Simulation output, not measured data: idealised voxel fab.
The document below concerns the process module designated voxel ribs on slabs.
Pictured: cross-section cut, 270 nm wide, on a grid of 5 nm square cells.
Cross-section layout: square cells on a grid; listed as bands, top to bottom; a band spans one or more cell rows. The band entry comprises the height of the band's top followed by the height of its bottom, expressed in nm, and subsequently the band's materials from left to right, each stated together with its width in nm. Where a single material is marked with the word "edge to edge", that material fills the band from edge to edge. The word "blank" represents empty space. Height datum 0, below which the as-received substrate wafer is one material. Lowest band open at the bottom, running downward: "0 nm and below". Read "30..40" as a graded width: first number on top, second number at the bottom, same change between each pair of neighbouring rows. It should be understood that the words "identical to before", when stated for a given step, signify that the cross-section underwent no change in any of its cells during that step. Each empty space that has no open way to the top and spans at least 8 cells appears under "Fully sealed cavities" as width x height at distance, the distance counted from the left edge, all in nm. Note: text after step settings on the step line = simulator remark on that step. The "overlay nm" setting may appear on a step's line; for a step that uses a mask, it gives how far to the right of its planned position the mask lay, and a negative value indicates the left.
This section lists the process steps that were planned:
1,RECEIVE, material Si
2,DIRECTIONAL_DEP, material SiO2, thk nm 20
3,DIRECTIONAL_DEP, material SiN, thk nm 25
4,MASKED_ETCH, tone cover, mask id RIB, width nm 25, etch materials SiN, depth nm 5, overlay nm 0
5,MASKED_ETCH, tone cover, mask id SLAB, width nm 85, etch materials SiN, depth nm 20, overlay nm 0
6,FILL_DEP, material SiO2, thk nm 25
7,CMP, height nm 60
8,DIRECTIONAL_DEP, material W, thk nm 10
9,DIRECTIONAL_DEP, material aC, thk nm 10
10,PATTERN, tone cover, mask id HEATER, material resist, width nm 35, thk nm 25, overlay nm 0
11,DIRECTIONAL_ETCH, etch materials aC, depth nm 10
12,STRIP, etch materials resist
13,DIRECTIONAL_ETCH, etch materials W, depth nm 10
14,STRIP, etch materials aC
15,CONFORMAL_DEP, material SiN, thk nm 5
Wafer cross-section on receipt, i.e. after step 1:
    0 nm and below: Si edge to edge
    Fully sealed cavities: none
Wafer at module end, in section. Began as above, planned as above, run with one mistake:
    75 nm to 70 nm: blank 110, then SiN 45, then blank 115
    70 nm to 65 nm: blank 110, then SiN 5, then W 35, then SiN 5, then blank 115
    65 nm to 60 nm: SiN 115, then W 35, then SiN 120
    60 nm to 45 nm: SiO2 edge to edge
    45 nm to 40 nm: SiO2 120, then SiN 25, then SiO2 125
    40 nm to 20 nm: SiO2 100, then SiN 85, then SiO2 85
    20 nm to 0 nm: SiO2 edge to edge
    0 nm and below: Si edge to edge
    Fully sealed cavities: none
Heads up, the wafer didn't run the way we planned it: note that step 5 departed from the planned setting and was carried out as MASKED_ETCH, tone cover, mask id SLAB, width nm 85, etch materials SiN, depth nm 20, overlay nm 10
